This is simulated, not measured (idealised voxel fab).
Herein follows the process module entitled voxel ribs on slabs.
270 nm wide, 5 nm square cells: that's cross-section cut.
Throughout this document, each cross-section is represented as a grid of square cells and is presented as a sequence of bands enumerated from the top downward, where a band comprises one or more rows of cells.
Top height, bottom height, nm. Materials left to right, width each, nm. Single material + "edge to edge" = fills band edge to edge. "blank" = empty.
Heights from 0 (as-received wafer is one material below). Bottom band endless downward, as "0 down".
The width entry "30->40" should be interpreted row by row: the top row of cells in the band takes the first number, the bottom row takes the second number, and the change between adjacent rows is uniform throughout.
The cross-section has no changed cell in any step marked "left unchanged".
Entry "Fully sealed cavities" = empty spaces >= 8 cells with no open way to the top; each as width x height at distance, distance from left edge, all nm.
Note: text after step settings on the step line = simulator remark on that step.
overlay nm: step with mask; distance mask lay right of planned place; negative value = left of planned place.
### So here's the lineup of process steps we planned
1) RECEIVE | material Si
2) DIRECTIONAL_DEP | material SiO2 | thk nm 20
3) DIRECTIONAL_DEP | material SiN | thk nm 15
4) MASKED_ETCH | tone cover | mask id RIB | width nm 15 | etch materials SiN | depth nm 5 | overlay nm 0
5) DIRECTIONAL_DEP | material aC | thk nm 10
6) PATTERN | tone cover | mask id SLAB | material resist | width nm 65 | thk nm 30 | overlay nm 0
7) DIRECTIONAL_ETCH | etch materials aC | depth nm 10
8) STRIP | etch materials resist
9) DIRECTIONAL_ETCH | etch materials SiN | depth nm 10
10) STRIP | etch materials aC
11) FILL_DEP | material SiO2 | thk nm 20
12) CMP | height nm 50
13) DIRECTIONAL_DEP | material W | thk nm 5
14) PATTERN | tone cover | mask id HEATER | material resist | width nm 25 | thk nm 20 | overlay nm 0
15) DIRECTIONAL_ETCH | etch materials W | depth nm 5
16) STRIP | etch materials resist
17) CONFORMAL_DEP | material SiO2 | thk nm 10
### First of two wafers - as planned
### Incoming wafer in cross-section (state: after step 1)
> 0 down = Si edge to edge
> Fully sealed cavities: none
### The following cross-section depicts the wafer upon completion of step 2
> 20 to 0 = SiO2 edge to edge
> Everything below 0 is unchanged.
### The following cross-section depicts the wafer upon completion of step 3
> 35 to 20 = SiN edge to edge
> Everything below 20 is unchanged.
### The following cross-section depicts the wafer upon completion of step 4
> 35 to 30 = 125 of blank, then 15 of SiN, then 130 of blank
> Everything below 30 is unchanged.
### The following cross-section depicts the wafer upon completion of step 5
> 45 to 40 = 125 of blank, then 15 of aC, then 130 of blank
> 40 to 35 = aC edge to edge
> 35 to 30 = 125 of aC, then 15 of SiN, then 130 of aC
> Everything below 30 is unchanged.
### The following cross-section depicts the wafer upon completion of step 6
> 75 to 45 = 100 of blank, then 65 of resist, then 105 of blank
> 45 to 40 = 100 of blank, then 25 of resist, then 15 of aC, then 25 of resist, then 105 of blank
> Everything below 40 is unchanged.
### The following cross-section depicts the wafer upon completion of step 7
> 65 to 45 = 100 of blank, then 65 of resist, then 105 of blank
> 45 to 40 = 100 of blank, then 25 of resist, then 15 of aC, then 25 of resist, then 105 of blank
> 40 to 35 = 100 of blank, then 65 of aC, then 105 of blank
> 35 to 30 = 100 of blank, then 25 of aC, then 15 of SiN, then 25 of aC, then 105 of blank
> Everything below 30 is unchanged.
### The following cross-section depicts the wafer upon completion of step 8
> 45 to 35 = 125->100 of blank, then 15->65 of aC, then 130->105 of blank
> Everything below 35 is unchanged.
### The following cross-section depicts the wafer upon completion of step 9
> 45 to 35 = 125->100 of blank, then 15->65 of aC, then 130->105 of blank
> 35 to 30 = 100 of blank, then 25 of aC, then 15 of SiN, then 25 of aC, then 105 of blank
> 30 to 20 = 100 of blank, then 65 of SiN, then 105 of blank
> Everything below 20 is unchanged.
### The following cross-section depicts the wafer upon completion of step 10
> 35 to 30 = 125 of blank, then 15 of SiN, then 130 of blank
> Everything below 30 is unchanged.
### The following cross-section depicts the wafer upon completion of step 11
> 55 to 35 = SiO2 edge to edge
> 35 to 30 = 125 of SiO2, then 15 of SiN, then 130 of SiO2
> 30 to 20 = 100 of SiO2, then 65 of SiN, then 105 of SiO2
> Everything below 20 is unchanged.
### The following cross-section depicts the wafer upon completion of step 12
> 50 to 35 = SiO2 edge to edge
> Everything below 35 is unchanged.
### The following cross-section depicts the wafer upon completion of step 13
> 55 to 50 = W edge to edge
> Everything below 50 is unchanged.
### The following cross-section depicts the wafer upon completion of step 14
> 75 to 55 = 120 of blank, then 25 of resist, then 125 of blank
> Everything below 55 is unchanged.
### The following cross-section depicts the wafer upon completion of step 15
> 75 to 55 = 120 of blank, then 25 of resist, then 125 of blank
> 55 to 50 = 120 of blank, then 25 of W, then 125 of blank
> Everything below 50 is unchanged.
### The following cross-section depicts the wafer upon completion of step 16
> 55 to 50 = 120 of blank, then 25 of W, then 125 of blank
> Everything below 50 is unchanged.
### The following cross-section depicts the wafer upon completion of step 17
> 65 to 60 = 110 of blank, then 45 of SiO2, then 115 of blank
> 60 to 55 = SiO2 edge to edge
> 55 to 50 = 120 of SiO2, then 25 of W, then 125 of SiO2
> Everything below 50 is unchanged.
### Notes, second wafer: start = first wafer's, plan = first wafer's, execution had one mistake; history identical to first through step 1
### Planned end of step 2: second wafer, cross-section
> 40 to 0 = SiO2 edge to edge
> Everything below 0 is unchanged.
### Planned end of step 3: second wafer, cross-section
> 55 to 40 = SiN edge to edge
> Everything below 40 is unchanged.
### Planned end of step 4: second wafer, cross-section
> 55 to 50 = 125 of blank, then 15 of SiN, then 130 of blank
> Everything below 50 is unchanged.
### Planned end of step 5: second wafer, cross-section
> 65 to 60 = 125 of blank, then 15 of aC, then 130 of blank
> 60 to 55 = aC edge to edge
> 55 to 50 = 125 of aC, then 15 of SiN, then 130 of aC
> Everything below 50 is unchanged.
### Planned end of step 6: second wafer, cross-section
> 95 to 65 = 100 of blank, then 65 of resist, then 105 of blank
> 65 to 60 = 100 of blank, then 25 of resist, then 15 of aC, then 25 of resist, then 105 of blank
> Everything below 60 is unchanged.
### Planned end of step 7: second wafer, cross-section
> 85 to 65 = 100 of blank, then 65 of resist, then 105 of blank
> 65 to 60 = 100 of blank, then 25 of resist, then 15 of aC, then 25 of resist, then 105 of blank
> 60 to 55 = 100 of blank, then 65 of aC, then 105 of blank
> 55 to 50 = 100 of blank, then 25 of aC, then 15 of SiN, then 25 of aC, then 105 of blank
> Everything below 50 is unchanged.
### Planned end of step 8: second wafer, cross-section
> 65 to 55 = 125->100 of blank, then 15->65 of aC, then 130->105 of blank
> Everything below 55 is unchanged.
### Planned end of step 9: second wafer, cross-section
> 65 to 55 = 125->100 of blank, then 15->65 of aC, then 130->105 of blank
> 55 to 50 = 100 of blank, then 25 of aC, then 15 of SiN, then 25 of aC, then 105 of blank
> 50 to 40 = 100 of blank, then 65 of SiN, then 105 of blank
> Everything below 40 is unchanged.
### Planned end of step 10: second wafer, cross-section
> 55 to 50 = 125 of blank, then 15 of SiN, then 130 of blank
> Everything below 50 is unchanged.
### Planned end of step 11: second wafer, cross-section
> 75 to 55 = SiO2 edge to edge
> 55 to 50 = 125 of SiO2, then 15 of SiN, then 130 of SiO2
> 50 to 40 = 100 of SiO2, then 65 of SiN, then 105 of SiO2
> Everything below 40 is unchanged.
### Planned end of step 12: second wafer, cross-section
> 50 to 40 = 100 of SiO2, then 65 of SiN, then 105 of SiO2
> Everything below 40 is unchanged.
### Planned end of step 13: second wafer, cross-section
> 55 to 50 = W edge to edge
> Everything below 50 is unchanged.
### Planned end of step 14: second wafer, cross-section
> 75 to 55 = 120 of blank, then 25 of resist, then 125 of blank
> Everything below 55 is unchanged.
### Planned end of step 15: second wafer, cross-section
> 75 to 55 = 120 of blank, then 25 of resist, then 125 of blank
> 55 to 50 = 120 of blank, then 25 of W, then 125 of blank
> Everything below 50 is unchanged.
### Planned end of step 16: second wafer, cross-section
> 55 to 50 = 120 of blank, then 25 of W, then 125 of blank
> Everything below 50 is unchanged.
### Planned end of step 17: second wafer, cross-section
> 65 to 60 = 110 of blank, then 45 of SiO2, then 115 of blank
> 60 to 55 = SiO2 edge to edge
> 55 to 50 = 120 of SiO2, then 25 of W, then 125 of SiO2
> Everything below 50 is unchanged.
Where did the run depart from the plan? it should be noted that step 2 of the plan was executed twice
End check, counted in cells, second wafer has more or fewer of these materials than the first: SiN -3 | SiO2 +3
